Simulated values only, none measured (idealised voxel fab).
The following process module bears the name voxel self aligned contacts.
Square cell edge 5 nm, section width 145 nm, ID cut.
If you're reading a cross-section in this doc, picture square cells in a grid; it comes to you as bands, top ones listed first down to the bottom, and a band can be one or more rows of cells. Heights first: top, then bottom, in nm. Then materials, left to right, each with a width in nm. "edge to edge" on a single material: fills the band edge to edge. "empty": empty space. Height 0 is the level under which the wafer as received is all one material. The lowest band goes on downwards, as in "from 0 down". Note: "30->40" means the width goes from the first number (top row of the band) to the second number (bottom row) in equal steps per row of cells. The designation "same as before", where it is given for a processing step, indicates that no cell of the cross-section was altered in the course of that step. Entry "Enclosed void listing" = empty spaces >= 8 cells with no open way to the top; each as width x height at distance, distance from left edge, all nm. Past the settings on a step's line: simulator remark, on that step. overlay nm: where the mask lay relative to plan, measured to the right, on steps with a mask; negatives go left.
-- Steps in the process plan
1) RECEIVE,material Si
2) CONFORMAL_DEP,material SiO2,thk nm 5
3) DIRECTIONAL_DEP,material polySi,thk nm 30
4) DIRECTIONAL_DEP,material SiN,thk nm 20
5) MASKED_ETCH,tone cover,mask id GATE,width nm 25,pitch nm 60,etch materials SiN,depth nm 20,overlay nm 0
6) MASKED_ETCH,tone cover,mask id GATE,width nm 25,pitch nm 60,etch materials polySi,depth nm 30,overlay nm 0
7) CONFORMAL_DEP,material SiN,thk nm 5
8) DIRECTIONAL_ETCH,etch materials SiN,depth nm 5
9) FILL_DEP,material SiO2,thk nm 20
10) CMP,height nm 65
11) DIRECTIONAL_DEP,material aC,thk nm 15
12) PATTERN,tone open,mask id CONTACT,material resist,width nm 45,thk nm 30,overlay nm 0
13) DIRECTIONAL_ETCH,etch materials aC,depth nm 15
14) STRIP,etch materials resist
15) DIRECTIONAL_ETCH,etch materials SiO2,depth nm 65
16) STRIP,etch materials aC
17) CONFORMAL_DEP,material TiN,thk nm 5
18) FILL_DEP,material Ru,thk nm 5
19) CMP,height nm 65
20) CONFORMAL_DEP,material SiN,thk nm 5
-- Cross-sectional view of the wafer in its as-received condition, corresponding to the state after step 1
	from 0 down: Si edge to edge
	Enclosed void listing: none
-- Run as planned - first of the two wafers cross-sectioned at the end of the module
	from 70 to 65: SiN edge to edge
	from 65 to 55: 50 of SiO2 | 5->15 of TiN | 35->15 of Ru | 5->15 of TiN | 50 of SiO2
	from 55 to 35: 25 of SiO2 | 35 of SiN | 5 of TiN | 15 of Ru | 5 of TiN | 35 of SiN | 25 of SiO2
	from 35 to 5: 25 of SiO2 | 5 of SiN | 25 of polySi | 5 of SiN | 5 of TiN | 15 of Ru | 5 of TiN | 5 of SiN | 25 of polySi | 5 of SiN | 25 of SiO2
	from 5 to 0: 60 of SiO2 | 25 of TiN | 60 of SiO2
	from 0 down: Si edge to edge
	Enclosed void listing: none
-- End-of-module cross-section of the second wafer: identical starting point and process plan to the first, with one processing mistake
	from 70 to 65: SiN edge to edge
	from 65 to 60: 25 of SiO2 | 35 of SiN | 5 of TiN | 15 of Ru | 5 of TiN | 35 of SiN | 25 of SiO2
	from 60 to 55: 25 of SiO2 | 35 of SiN | 25 of TiN | 35 of SiN | 25 of SiO2
	from 55 to 35: SiN edge to edge
	from 35 to 5: polySi edge to edge
	from 5 to 0: SiO2 edge to edge
	from 0 down: Si edge to edge
	Enclosed void listing: none
Nonconformance to the process plan: step 4 from the plan got run twice
Once processing is complete, comparing cell counts shows that the second wafer has more or fewer of certain materials than the first: -37 Ru, +64 SiN, -115 SiO2, -26 TiN, +114 polySi
